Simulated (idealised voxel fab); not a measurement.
process module | voxel self aligned contacts
cross-section cut | 285 nm wide | cells 5 nm
A cross-section is a grid of square cells, given in bands from the top down. A band is one or more rows of cells.
Each band's line starts with the height of the band's top and of its bottom, in nm. Then come its materials from left to right, each with its width in nm. One material with "throughout" fills the band from edge to edge. "air" is empty space.
Height 0 is the level under which the wafer as received is all one material. The lowest band goes on downwards, as in "0 down".
A width such as "30 to 40" changes by the same amount from each row of cells to the next, from the band's top row to its bottom row.
"no change" after a step means that no cell of the cross-section changed.
closed voids: empty space of 8 cells or more with no open way to the top, each as width x height at its distance from the left edge, in nm
after a step's settings: what the simulator itself notes on the step
overlay nm, on a step with a mask: how far to the right of its planned place the mask lay; to the left if negative
plan
1 op RECEIVE | material Si
2 op OXIDIZE | depth nm 5
3 op DIRECTIONAL_DEP | material polySi | thk nm 20
4 op DIRECTIONAL_DEP | material SiN | thk nm 20
5 op MASKED_ETCH | tone cover | mask id GATE | width nm 30 | pitch nm 60 | etch materials SiN | depth nm 20 | overlay nm 0
6 op MASKED_ETCH | tone cover | mask id GATE | width nm 30 | pitch nm 60 | etch materials polySi | depth nm 20 | overlay nm 0
7 op CONFORMAL_DEP | material SiN | thk nm 5
8 op DIRECTIONAL_ETCH | etch materials SiN | depth nm 5
9 op FILL_DEP | material SiO2 | thk nm 15
10 op CMP | height nm 45
11 op MASKED_ETCH | tone open | mask id CONTACT | width nm 40 | etch materials SiO2 | depth nm 50 | overlay nm 0
12 op CONFORMAL_DEP | material TiN | thk nm 5
13 op FILL_DEP | material W | thk nm 10
14 op CMP | height nm 45
15 op CONFORMAL_DEP | material SiN | thk nm 5
first wafer, as planned
as received, after step 1
  0 down: Si throughout
  closed voids: none
after step 2
  0 to -5: SiO2 throughout
  below -5: unchanged
after step 3
  20 to 0: polySi throughout
  below 0: unchanged
after step 4
  40 to 20: SiN throughout
  below 20: unchanged
after step 5
  40 to 20: air 95 | SiN 30 | air 30 | SiN 30 | air 100
  below 20: unchanged
after step 6
  40 to 20: air 95 | SiN 30 | air 30 | SiN 30 | air 100
  20 to 0: air 95 | polySi 30 | air 30 | polySi 30 | air 100
  below 0: unchanged
after step 7
  45 to 20: air 90 | SiN 40 | air 20 | SiN 40 | air 95
  20 to 5: air 90 | SiN 5 | polySi 30 | SiN 5 | air 20 | SiN 5 | polySi 30 | SiN 5 | air 95
  5 to 0: SiN 95 | polySi 30 | SiN 30 | polySi 30 | SiN 100
  below 0: unchanged
after step 8
  40 to 20: air 90 | SiN 40 | air 20 | SiN 40 | air 95
  20 to 0: air 90 | SiN 5 | polySi 30 | SiN 5 | air 20 | SiN 5 | polySi 30 | SiN 5 | air 95
  below 0: unchanged
after step 9
  55 to 40: SiO2 throughout
  40 to 20: SiO2 90 | SiN 40 | SiO2 20 | SiN 40 | SiO2 95
  20 to 0: SiO2 90 | SiN 5 | polySi 30 | SiN 5 | SiO2 20 | SiN 5 | polySi 30 | SiN 5 | SiO2 95
  below 0: unchanged
after step 10
  45 to 40: SiO2 throughout
  below 40: unchanged
after step 11
  45 to 40: SiO2 120 | air 40 | SiO2 125
  40 to 20: SiO2 90 | SiN 40 | air 20 | SiN 40 | SiO2 95
  20 to 0: SiO2 90 | SiN 5 | polySi 30 | SiN 5 | air 20 | SiN 5 | polySi 30 | SiN 5 | SiO2 95
  0 to -5: SiO2 130 | air 20 | SiO2 135
  below -5: unchanged
after step 12
  50 to 45: TiN 125 | air 30 | TiN 130
  45 to 40: SiO2 120 | TiN 15 | air 10 | TiN 15 | SiO2 125
  40 to 20: SiO2 90 | SiN 40 | TiN 5 | air 10 | TiN 5 | SiN 40 | SiO2 95
  20 to 0: SiO2 90 | SiN 5 | polySi 30 | SiN 5 | TiN 5 | air 10 | TiN 5 | SiN 5 | polySi 30 | SiN 5 | SiO2 95
  0 to -5: SiO2 130 | TiN 20 | SiO2 135
  below -5: unchanged
after step 13
  60 to 50: W throughout
  50 to 45: TiN 125 | W 30 | TiN 130
  45 to 40: SiO2 120 | TiN 15 | W 10 | TiN 15 | SiO2 125
  40 to 20: SiO2 90 | SiN 40 | TiN 5 | W 10 | TiN 5 | SiN 40 | SiO2 95
  20 to 0: SiO2 90 | SiN 5 | polySi 30 | SiN 5 | TiN 5 | W 10 | TiN 5 | SiN 5 | polySi 30 | SiN 5 | SiO2 95
  below 0: unchanged
after step 14
  45 to 40: SiO2 120 | TiN 15 | W 10 | TiN 15 | SiO2 125
  below 40: unchanged
after step 15
  50 to 45: SiN throughout
  below 45: unchanged
second wafer: like start, like plan, one mistake. Through step 5 it matches the first wafer
when step 6 should have ended
  40 to 20: air 95 | SiN 30 | air 30 | SiN 30 | air 100
  20 to 0: air 95 | polySi 40 | air 20 | polySi 40 | air 90
  below 0: unchanged
when step 7 should have ended
  45 to 25: air 90 | SiN 40 | air 20 | SiN 40 | air 95
  25 to 20: air 90 | SiN 50 | air 10 | SiN 50 | air 85
  20 to 5: air 90 | SiN 5 | polySi 40 | SiN 5 | air 10 | SiN 5 | polySi 40 | SiN 5 | air 85
  5 to 0: SiN 95 | polySi 40 | SiN 20 | polySi 40 | SiN 90
  below 0: unchanged
when step 8 should have ended
  40 to 20: air 90 | SiN 40 | air 20 | SiN 40 | air 95
  20 to 0: air 90 | SiN 5 | polySi 40 | SiN 5 | air 10 | SiN 5 | polySi 40 | SiN 5 | air 85
  below 0: unchanged
when step 9 should have ended
  55 to 40: SiO2 throughout
  40 to 20: SiO2 90 | SiN 40 | SiO2 20 | SiN 40 | SiO2 95
  20 to 0: SiO2 90 | SiN 5 | polySi 40 | SiN 5 | SiO2 10 | SiN 5 | polySi 40 | SiN 5 | SiO2 85
  below 0: unchanged
when step 10 should have ended
  45 to 40: SiO2 throughout
  below 40: unchanged
when step 11 should have ended
  45 to 40: SiO2 120 | air 40 | SiO2 125
  40 to 20: SiO2 90 | SiN 40 | air 20 | SiN 40 | SiO2 95
  20 to 0: SiO2 90 | SiN 5 | polySi 40 | SiN 5 | air 10 | SiN 5 | polySi 40 | SiN 5 | SiO2 85
  0 to -5: SiO2 140 | air 10 | SiO2 135
  below -5: unchanged
when step 12 should have ended
  50 to 45: TiN 125 | air 30 | TiN 130
  45 to 40: SiO2 120 | TiN 15 | air 10 | TiN 15 | SiO2 125
  40 to 25: SiO2 90 | SiN 40 | TiN 5 | air 10 | TiN 5 | SiN 40 | SiO2 95
  25 to 20: SiO2 90 | SiN 40 | TiN 20 | SiN 40 | SiO2 95
  20 to 0: SiO2 90 | SiN 5 | polySi 40 | SiN 5 | TiN 10 | SiN 5 | polySi 40 | SiN 5 | SiO2 85
  0 to -5: SiO2 140 | TiN 10 | SiO2 135
  below -5: unchanged
when step 13 should have ended
  60 to 50: W throughout
  50 to 45: TiN 125 | W 30 | TiN 130
  45 to 40: SiO2 120 | TiN 15 | W 10 | TiN 15 | SiO2 125
  40 to 25: SiO2 90 | SiN 40 | TiN 5 | W 10 | TiN 5 | SiN 40 | SiO2 95
  below 25: unchanged
when step 14 should have ended
  45 to 40: SiO2 120 | TiN 15 | W 10 | TiN 15 | SiO2 125
  below 40: unchanged
when step 15 should have ended
  50 to 45: SiN throughout
  below 45: unchanged
what went wrong: step 6 ran as: op MASKED_ETCH | tone cover | mask id GATE | width nm 30 | pitch nm 60 | etch materials polySi | depth nm 20 | overlay nm 10
at the end the second wafer has, in cells: 6 fewer of SiO2 | 10 fewer of W | 16 more of polySi
